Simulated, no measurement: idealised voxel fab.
The process module that follows is named voxel fin reveal.
Section cut is 210 nm wide and gridded with 5 nm square cells.
Bands, listed from the top down, are how a cross-section gets written in this document; the cross-section itself is a grid of square cells, and a band is one or more rows of them. In this notation a band is specified by the heights of its top and bottom, in that order and in nm, after which its materials appear from left to right, each paired with its width in nm. The word "all across" attached to a single material means that material fills the band from edge to edge; the word "empty" stands for empty space. Height datum 0, below which the as-received substrate wafer is one material. Lowest band open at the bottom, running downward: "0 -> down". Width "30 to 40": first value at the band's top row of cells, second value at its bottom row, equal change from row to row. What does "left unchanged" mean for a step? It means no cell of the cross-section changed in that step. Empty spaces without an open route to the top, at least 8 cells in extent, make up the entry "Trapped void list"; each is given as width x height at distance, where the distance is measured from the left edge, and all are in nm. Heads up: the bit after the settings on a step's line is the simulator's remark on that step. For masked steps, "overlay nm" on the step line gives how far right of plan the mask actually lay; a minus sign means it lay to the left.
-- Process steps foreseen in the plan
1) RECEIVE,material Si
2) CONFORMAL_DEP,material SiN,thk nm 5
3) PATTERN,tone cover,mask id FINS,material resist,width nm 15,pitch nm 40,thk nm 20,overlay nm 0
4) DIRECTIONAL_ETCH,etch materials SiN,depth nm 5
5) DIRECTIONAL_ETCH,etch materials Si,depth nm 35
6) STRIP,etch materials resist
7) FILL_DEP,material SiO2,thk nm 5
8) CMP,height nm 5
9) SELECTIVE_ETCH,etch materials SiO2,depth nm 30
10) STRIP,etch materials SiN
11) CONFORMAL_DEP,material HfO2,thk nm 5
-- The following pertains to the first of two wafers, which was processed as planned
-- So this is the incoming wafer in cross-section - it's already been through step 1
0 -> down = Si all across
Trapped void list: none
-- Wafer section view after processing step 2
5 -> 0 = SiN all across
All layers under 0 are left as they were.
-- Wafer section view after processing step 3
25 -> 5 = empty: 35 | resist: 15 | empty: 25 | resist: 15 | empty: 25 | resist: 15 | empty: 25 | resist: 15 | empty: 40
All layers under 5 are left as they were.
-- Wafer section view after processing step 4
25 -> 5 = empty: 35 | resist: 15 | empty: 25 | resist: 15 | empty: 25 | resist: 15 | empty: 25 | resist: 15 | empty: 40
5 -> 0 = empty: 35 | SiN: 15 | empty: 25 | SiN: 15 | empty: 25 | SiN: 15 | empty: 25 | SiN: 15 | empty: 40
All layers under 0 are left as they were.
-- Wafer section view after processing step 5
25 -> 5 = empty: 35 | resist: 15 | empty: 25 | resist: 15 | empty: 25 | resist: 15 | empty: 25 | resist: 15 | empty: 40
5 -> 0 = empty: 35 | SiN: 15 | empty: 25 | SiN: 15 | empty: 25 | SiN: 15 | empty: 25 | SiN: 15 | empty: 40
0 -> -35 = empty: 35 | Si: 15 | empty: 25 | Si: 15 | empty: 25 | Si: 15 | empty: 25 | Si: 15 | empty: 40
All layers under -35 are left as they were.
-- Wafer section view after processing step 6
5 -> 0 = empty: 35 | SiN: 15 | empty: 25 | SiN: 15 | empty: 25 | SiN: 15 | empty: 25 | SiN: 15 | empty: 40
All layers under 0 are left as they were.
-- Wafer section view after processing step 7
10 -> 5 = SiO2 all across
5 -> 0 = SiO2: 35 | SiN: 15 | SiO2: 25 | SiN: 15 | SiO2: 25 | SiN: 15 | SiO2: 25 | SiN: 15 | SiO2: 40
0 -> -35 = SiO2: 35 | Si: 15 | SiO2: 25 | Si: 15 | SiO2: 25 | Si: 15 | SiO2: 25 | Si: 15 | SiO2: 40
All layers under -35 are left as they were.
-- Wafer section view after processing step 8
5 -> 0 = SiO2: 35 | SiN: 15 | SiO2: 25 | SiN: 15 | SiO2: 25 | SiN: 15 | SiO2: 25 | SiN: 15 | SiO2: 40
All layers under 0 are left as they were.
-- Wafer section view after processing step 9
5 -> 0 = empty: 35 | SiN: 15 | empty: 25 | SiN: 15 | empty: 25 | SiN: 15 | empty: 25 | SiN: 15 | empty: 40
0 -> -25 = empty: 35 | Si: 15 | empty: 25 | Si: 15 | empty: 25 | Si: 15 | empty: 25 | Si: 15 | empty: 40
All layers under -25 are left as they were.
-- Wafer section view after processing step 10
0 -> -25 = empty: 35 | Si: 15 | empty: 25 | Si: 15 | empty: 25 | Si: 15 | empty: 25 | Si: 15 | empty: 40
All layers under -25 are left as they were.
-- Wafer section view after processing step 11
5 -> 0 = empty: 30 | HfO2: 25 | empty: 15 | HfO2: 25 | empty: 15 | HfO2: 25 | empty: 15 | HfO2: 25 | empty: 35
0 -> -20 = empty: 30 | HfO2: 5 | Si: 15 | HfO2: 5 | empty: 15 | HfO2: 5 | Si: 15 | HfO2: 5 | empty: 15 | HfO2: 5 | Si: 15 | HfO2: 5 | empty: 15 | HfO2: 5 | Si: 15 | HfO2: 5 | empty: 35
-20 -> -25 = HfO2: 35 | Si: 15 | HfO2: 25 | Si: 15 | HfO2: 25 | Si: 15 | HfO2: 25 | Si: 15 | HfO2: 40
All layers under -25 are left as they were.
-- Notes, second wafer: start = first wafer's, plan = first wafer's, execution had one mistake; history identical to first through step 2
-- What the second wafer looks like in cross-section when step 3 should have wrapped up
25 -> 5 = resist: 35 | empty: 15 | resist: 25 | empty: 15 | resist: 25 | empty: 15 | resist: 25 | empty: 15 | resist: 40
All layers under 5 are left as they were.
-- What the second wafer looks like in cross-section when step 4 should have wrapped up
25 -> 5 = resist: 35 | empty: 15 | resist: 25 | empty: 15 | resist: 25 | empty: 15 | resist: 25 | empty: 15 | resist: 40
5 -> 0 = SiN: 35 | empty: 15 | SiN: 25 | empty: 15 | SiN: 25 | empty: 15 | SiN: 25 | empty: 15 | SiN: 40
All layers under 0 are left as they were.
-- What the second wafer looks like in cross-section when step 5 should have wrapped up
25 -> 5 = resist: 35 | empty: 15 | resist: 25 | empty: 15 | resist: 25 | empty: 15 | resist: 25 | empty: 15 | resist: 40
5 -> 0 = SiN: 35 | empty: 15 | SiN: 25 | empty: 15 | SiN: 25 | empty: 15 | SiN: 25 | empty: 15 | SiN: 40
0 -> -35 = Si: 35 | empty: 15 | Si: 25 | empty: 15 | Si: 25 | empty: 15 | Si: 25 | empty: 15 | Si: 40
All layers under -35 are left as they were.
-- What the second wafer looks like in cross-section when step 6 should have wrapped up
5 -> 0 = SiN: 35 | empty: 15 | SiN: 25 | empty: 15 | SiN: 25 | empty: 15 | SiN: 25 | empty: 15 | SiN: 40
All layers under 0 are left as they were.
-- What the second wafer looks like in cross-section when step 7 should have wrapped up
10 -> 5 = SiO2 all across
5 -> 0 = SiN: 35 | SiO2: 15 | SiN: 25 | SiO2: 15 | SiN: 25 | SiO2: 15 | SiN: 25 | SiO2: 15 | SiN: 40
0 -> -35 = Si: 35 | SiO2: 15 | Si: 25 | SiO2: 15 | Si: 25 | SiO2: 15 | Si: 25 | SiO2: 15 | Si: 40
All layers under -35 are left as they were.
-- What the second wafer looks like in cross-section when step 8 should have wrapped up
5 -> 0 = SiN: 35 | SiO2: 15 | SiN: 25 | SiO2: 15 | SiN: 25 | SiO2: 15 | SiN: 25 | SiO2: 15 | SiN: 40
All layers under 0 are left as they were.
-- What the second wafer looks like in cross-section when step 9 should have wrapped up
5 -> 0 = SiN: 35 | empty: 15 | SiN: 25 | empty: 15 | SiN: 25 | empty: 15 | SiN: 25 | empty: 15 | SiN: 40
0 -> -25 = Si: 35 | empty: 15 | Si: 25 | empty: 15 | Si: 25 | empty: 15 | Si: 25 | empty: 15 | Si: 40
All layers under -25 are left as they were.
-- What the second wafer looks like in cross-section when step 10 should have wrapped up
0 -> -25 = Si: 35 | empty: 15 | Si: 25 | empty: 15 | Si: 25 | empty: 15 | Si: 25 | empty: 15 | Si: 40
All layers under -25 are left as they were.
-- What the second wafer looks like in cross-section when step 11 should have wrapped up
5 -> 0 = HfO2: 40 | empty: 5 | HfO2: 35 | empty: 5 | HfO2: 35 | empty: 5 | HfO2: 35 | empty: 5 | HfO2: 45
0 -> -20 = Si: 35 | HfO2: 5 | empty: 5 | HfO2: 5 | Si: 25 | HfO2: 5 | empty: 5 | HfO2: 5 | Si: 25 | HfO2: 5 | empty: 5 | HfO2: 5 | Si: 25 | HfO2: 5 | empty: 5 | HfO2: 5 | Si: 40
-20 -> -25 = Si: 35 | HfO2: 15 | Si: 25 | HfO2: 15 | Si: 25 | HfO2: 15 | Si: 25 | HfO2: 15 | Si: 40
All layers under -25 are left as they were.
Deviation noted in wafer processing: step 3 off recipe, ran as PATTERN,tone open,mask id FINS,material resist,width nm 15,pitch nm 40,thk nm 20,overlay nm 0
FYI, end of process, the second wafer has more or fewer cells of some materials than the first: +126 Si | -36 SiO2
